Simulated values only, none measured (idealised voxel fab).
Module name: voxel gate over fins (process module)
Each square cell in cross-section cut measures 5 nm, and the section as a whole is 260 nm wide.
In this document a cross-section is written as a grid of square cells. It is given as a series of bands, listed from the top down, and a band is one or more rows of cells. Band entry format. Leading values: height of top, height of bottom, nm. Remainder: materials in left-to-right order, each with its width in nm. Special words: "edge to edge" on a single material, which then fills the band edge to edge; "blank", empty space. Heights are reckoned from 0. Under this level, the received wafer is all of one material. The bottommost band is open-ended downward, for example "0 down". Note: "30->40" means the width goes from the first number (top row of the band) to the second number (bottom row) in equal steps per row of cells. For the purposes of this document, the phrase "everything unchanged" attached to a step denotes that no cell within the cross-section was modified by that step. For the entry "Closed cavities", the listed items are empty spaces with no open way to the top whose size is 8 cells or more; each item follows the pattern width x height at distance, where distance is from the left edge and all three are in nm. What comes after the settings on a step's line is commentary from the simulator itself on that step. "overlay nm" on a masked step: distance the mask lay right of its planned place, negative for left.
## Steps planned for the process
1: op RECEIVE | material Si
2: op CONFORMAL_DEP | material SiN | thk nm 10
3: op MASKED_ETCH | tone cover | mask id FINS | width nm 15 | pitch nm 45 | etch materials SiN | depth nm 10 | overlay nm 0
4: op MASKED_ETCH | tone cover | mask id FINS | width nm 15 | pitch nm 45 | etch materials Si | depth nm 35 | overlay nm 0
5: op OXIDIZE | depth nm 5
6: op FILL_DEP | material SiO2 | thk nm 15
7: op CMP | height nm 10
8: op SELECTIVE_ETCH | etch materials SiO2 | depth nm 20
9: op STRIP | etch materials SiN
10: op CONFORMAL_DEP | material HfO2 | thk nm 5
11: op CONFORMAL_DEP | material TiN | thk nm 5
12: op CONFORMAL_DEP | material TiAl | thk nm 5
13: op CONFORMAL_DEP | material TiN | thk nm 5
14: op FILL_DEP | material W | thk nm 15
15: op CMP | height nm 30
16: op CONFORMAL_DEP | material SiN | thk nm 10
## Step 1 complete: cross-section of the wafer as received
- 0 down: Si edge to edge
- Closed cavities: none
## Run as planned - first of the two wafers cross-sectioned at the end of the module
- 40 to 30: SiN edge to edge
- 30 to 20: W edge to edge
- 20 to 15: W=60  TiN=135  W=65
- 15 to 10: W=60  TiN=5  TiAl=35  TiN=10  TiAl=35  TiN=10  TiAl=35  TiN=5  W=65
- 10 to 5: TiN=65  TiAl=5  TiN=25  TiAl=5  TiN=10  TiAl=5  TiN=25  TiAl=5  TiN=10  TiAl=5  TiN=25  TiAl=5  TiN=70
- 5 to 0: TiAl=70  TiN=5  HfO2=15  TiN=5  TiAl=20  TiN=5  HfO2=15  TiN=5  TiAl=20  TiN=5  HfO2=15  TiN=5  TiAl=75
- 0 to -5: TiN=75  HfO2=5  Si=5  HfO2=5  TiN=30  HfO2=5  Si=5  HfO2=5  TiN=30  HfO2=5  Si=5  HfO2=5  TiN=80
- -5 to -10: HfO2=80  Si=5  HfO2=40  Si=5  HfO2=40  Si=5  HfO2=85
- -10 to -40: SiO2=80  Si=5  SiO2=40  Si=5  SiO2=40  Si=5  SiO2=85
- -40 down: Si edge to edge
- Closed cavities: none
## Second of two wafers, module complete, sectioned: it shares the first wafer's start and plan but was run with one mistake
- 40 to 30: SiN edge to edge
- 30 to 20: W edge to edge
- 20 to 15: W=60  TiN=135  W=65
- 15 to 10: W=60  TiN=5  TiAl=35  TiN=10  TiAl=35  TiN=10  TiAl=35  TiN=15  W=55
- 10 to 5: TiN=65  TiAl=5  TiN=25  TiAl=20  TiN=25  TiAl=20  TiN=25  TiAl=15  TiN=60
- 5 to 0: TiAl=70  TiN=5  HfO2=15  TiN=15  TiAl=10  TiN=5  HfO2=15  TiN=15  TiAl=10  TiN=5  HfO2=15  TiN=15  TiAl=65
- 0 to -5: TiN=75  HfO2=5  Si=5  HfO2=15  TiN=20  HfO2=5  Si=5  HfO2=15  TiN=20  HfO2=5  Si=5  HfO2=15  TiN=70
- -5 to -10: HfO2=80  Si=15  HfO2=30  Si=15  HfO2=30  Si=15  HfO2=75
- -10 to -40: SiO2=80  Si=15  SiO2=30  Si=15  SiO2=30  Si=15  SiO2=75
- -40 down: Si edge to edge
- Closed cavities: none
Diagnosis: step 4 was not run as planned; what actually ran was op MASKED_ETCH | tone cover | mask id FINS | width nm 15 | pitch nm 45 | etch materials Si | depth nm 35 | overlay nm 10
Heads up, by the end the second wafer has more or fewer cells of some materials compared to the first: Si: 42 more | SiO2: 36 fewer | TiN: 4 fewer | W: 2 fewer
